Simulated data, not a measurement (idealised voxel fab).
Herein follows the process module entitled voxel capacitor over wiring.
The cross-section shown here is cut; it is 195 nm wide and divided into square cells measuring 5 nm on a side.
Cross-section, as written here: a square-cell grid given band by band from the top down, where a band holds one or more rows of cells. Band entry format. Leading values: height of top, height of bottom, nm. Remainder: materials in left-to-right order, each with its width in nm. Special words: "throughout" on a single material, which then fills the band edge to edge; "empty", empty space. Heights from 0 (as-received wafer is one material below). Bottom band endless downward, as "0 down". A width such as "30 to 40" changes by the same amount from each row of cells to the next, from the band's top row to its bottom row. The cross-section has no changed cell in any step marked "remains unaltered". "Enclosed cavity list" contains a list of empty spaces, each no smaller than 8 cells and without an open way to the top, written in the form width x height at distance with the distance from the left edge and all three in nm. Step line, after settings: the simulator's comment on this step. Steps that use a mask can have "overlay nm" on their line. It says how far the mask sat to the right of where it was meant to be. Negative means to the left.

THE STEPS PLANNED FOR THE PROCESS ARE AS FOLLOWS
1. RECEIVE | material Si
2. CONFORMAL_DEP | material SiO2 | thk nm 10
3. DIRECTIONAL_DEP | material TiN | thk nm 5
4. DIRECTIONAL_DEP | material W | thk nm 25
5. PATTERN | tone cover | mask id METAL_1 | material resist | width nm 25 | pitch nm 90 | thk nm 15 | overlay nm 0
6. DIRECTIONAL_ETCH | etch materials W | depth nm 25
7. DIRECTIONAL_ETCH | etch materials TiN | depth nm 5
8. STRIP | etch materials resist
9. CONFORMAL_DEP | material SiN | thk nm 5
10. FILL_DEP | material SiO2 | thk nm 5
11. CMP | height nm 40
12. CONFORMAL_DEP | material SiCN | thk nm 5
13. DIRECTIONAL_DEP | material SiO2 | thk nm 20
14. DIRECTIONAL_DEP | material aC | thk nm 15
15. PATTERN | tone open | mask id PLUG_1 | material resist | width nm 15 | thk nm 35 | overlay nm 0
16. DIRECTIONAL_ETCH | etch materials aC | depth nm 15
17. STRIP | etch materials resist
18. DIRECTIONAL_ETCH | etch materials SiO2 | depth nm 20
19. DIRECTIONAL_ETCH | etch materials SiCN | depth nm 5
20. STRIP | etch materials aC
21. EPI | material Ru | thk nm 10
22. EPI | material Ru | thk nm 10
23. EPI | material Ru | thk nm 5
24. DIRECTIONAL_DEP | material TiN | thk nm 5
25. DIRECTIONAL_DEP | material Al2O3 | thk nm 5
26. DIRECTIONAL_DEP | material TiN | thk nm 10
27. MASKED_ETCH | tone cover | mask id UPPER_PLATE | width nm 70 | etch materials TiN | depth nm 10 | overlay nm 0
28. MASKED_ETCH | tone cover | mask id UPPER_PLATE | width nm 70 | etch materials Al2O3 | depth nm 5 | overlay nm 0
29. MASKED_ETCH | tone cover | mask id LOWER_PLATE | width nm 80 | etch materials TiN | depth nm 5 | overlay nm 0
30. FILL_DEP | material SiO2 | thk nm 20
31. CMP | height nm 100
32. MASKED_ETCH | tone open | mask id PLUG_2 | width nm 15 | etch materials SiO2 | depth nm 15 | overlay nm 0
33. CONFORMAL_DEP | material TiN | thk nm 5
34. FILL_DEP | material Ru | thk nm 5
35. CMP | height nm 100
36. CONFORMAL_DEP | material SiCN | thk nm 5

CROSS-SECTION OF THE WAFER UPON ARRIVAL, REPRESENTING THE STATE REACHED AFTER STEP 1
* 0 down: Si throughout
* Enclosed cavity list: none

POST-MODULE CROSS-SECTION: IDENTICAL START AND PLAN TO THOSE ABOVE, ONE MISSTEP IN EXECUTION
* 105 to 100: SiCN throughout
* 100 to 90: SiO2 60  TiN 5  Ru 5  TiN 5  SiO2 120
* 90 to 85: SiO2 60  TiN 15  SiO2 120
* 85 to 75: SiO2 50  TiN 70  SiO2 75
* 75 to 70: SiO2 50  Al2O3 70  SiO2 75
* 70 to 65: SiO2 45  TiN 80  SiO2 70
* 65 to 45: SiO2 50  Ru 15  SiO2 130
* 45 to 40: SiCN 50  Ru 15  SiCN 130
* 40 to 15: SiO2 45  SiN 5  W 25  SiN 5  SiO2 55  SiN 5  W 25  SiN 5  SiO2 25
* 15 to 10: SiN 50  TiN 25  SiN 65  TiN 25  SiN 30
* 10 to 0: SiO2 throughout
* 0 down: Si throughout
* Enclosed cavity list: none
Where did the run depart from the plan? step 5 off recipe, ran as PATTERN | tone cover | mask id METAL_1 | material resist | width nm 25 | pitch nm 90 | thk nm 15 | overlay nm 10
